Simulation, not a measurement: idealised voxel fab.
Documented hereafter: the process module known as voxel gate over fins.
Section shown: cut. Width: 295 nm. Cell size: 5 nm, square.
In what follows, cross-sections appear as grids of square cells, described through bands that run from the top down, where every band is one or more rows of cells.
This entry defines a band. It first specifies the height of the band's top and the height of its bottom in nm, and then specifies the band's materials from left to right, stating each material with its width in nm. The word "throughout" identifies a single material that fills the band from edge to edge, while the word "empty" identifies empty space.
Zero point of the height axis is 0; under it, received wafer = one material. Lowest band: continues down indefinitely, "0..down".
Note: "30->40" means the width goes from the first number (top row of the band) to the second number (bottom row) in equal steps per row of cells.
"no alteration" means the step left every cell of the cross-section as it was.
Any empty space of 8 cells or more lacking an open way to the top shows up in "Enclosed void list" as width x height at distance, distance from the left edge, in nm.
after a step's settings: what the simulator itself notes on the step
When a step includes a mask, the "overlay nm" setting on its line states how far to the right of its planned place that mask lay, and negative values state how far to the left.

Process steps foreseen in the plan:
| 1 | RECEIVE | material Si |
| 2 | CONFORMAL_DEP | material SiN | thk nm 5 |
| 3 | PATTERN | tone cover | mask id FINS | material resist | width nm 15 | pitch nm 35 | thk nm 15 | overlay nm 0 |
| 4 | DIRECTIONAL_ETCH | etch materials SiN | depth nm 5 |
| 5 | DIRECTIONAL_ETCH | etch materials Si | depth nm 40 |
| 6 | STRIP | etch materials resist |
| 7 | FILL_DEP | material SiO2 | thk nm 5 |
| 8 | CMP | height nm 5 |
| 9 | SELECTIVE_ETCH | etch materials SiO2 | depth nm 20 |
| 10 | STRIP | etch materials SiN |
| 11 | CONFORMAL_DEP | material HfO2 | thk nm 5 |
| 12 | CONFORMAL_DEP | material TiN | thk nm 5 |
| 13 | CONFORMAL_DEP | material TiAl | thk nm 5 |
| 14 | CONFORMAL_DEP | material TiN | thk nm 5 |
| 15 | FILL_DEP | material W | thk nm 15 |
| 16 | CMP | height nm 30 |
| 17 | CONFORMAL_DEP | material SiCN | thk nm 10 |

So this is the incoming wafer in cross-section - it's already been through step 1:
  0..down | Si throughout
  Enclosed void list: none

Wafer cross-section at end of module: start and plan as shown above, one execution error:
  40..30 | SiCN throughout
  30..20 | W throughout
  20..15 | TiN throughout
  15..10 | TiAl throughout
  10..5 | TiN throughout
  5..0 | HfO2 90 nm  TiN 5 nm  HfO2 30 nm  TiN 5 nm  HfO2 30 nm  TiN 5 nm  HfO2 30 nm  TiN 5 nm  HfO2 95 nm
  0..-10 | Si 85 nm  HfO2 5 nm  TiN 5 nm  HfO2 5 nm  Si 20 nm  HfO2 5 nm  TiN 5 nm  HfO2 5 nm  Si 20 nm  HfO2 5 nm  TiN 5 nm  HfO2 5 nm  Si 20 nm  HfO2 5 nm  TiN 5 nm  HfO2 5 nm  Si 90 nm
  -10..-15 | Si 85 nm  HfO2 15 nm  Si 20 nm  HfO2 15 nm  Si 20 nm  HfO2 15 nm  Si 20 nm  HfO2 15 nm  Si 90 nm
  -15..-40 | Si 85 nm  SiO2 15 nm  Si 20 nm  SiO2 15 nm  Si 20 nm  SiO2 15 nm  Si 20 nm  SiO2 15 nm  Si 90 nm
  -40..down | Si throughout
  Enclosed void list: none
Error vs. plan: the process deviated at step 3: the operation and settings actually run there were PATTERN | tone open | mask id FINS | material resist | width nm 15 | pitch nm 35 | thk nm 15 | overlay nm 0
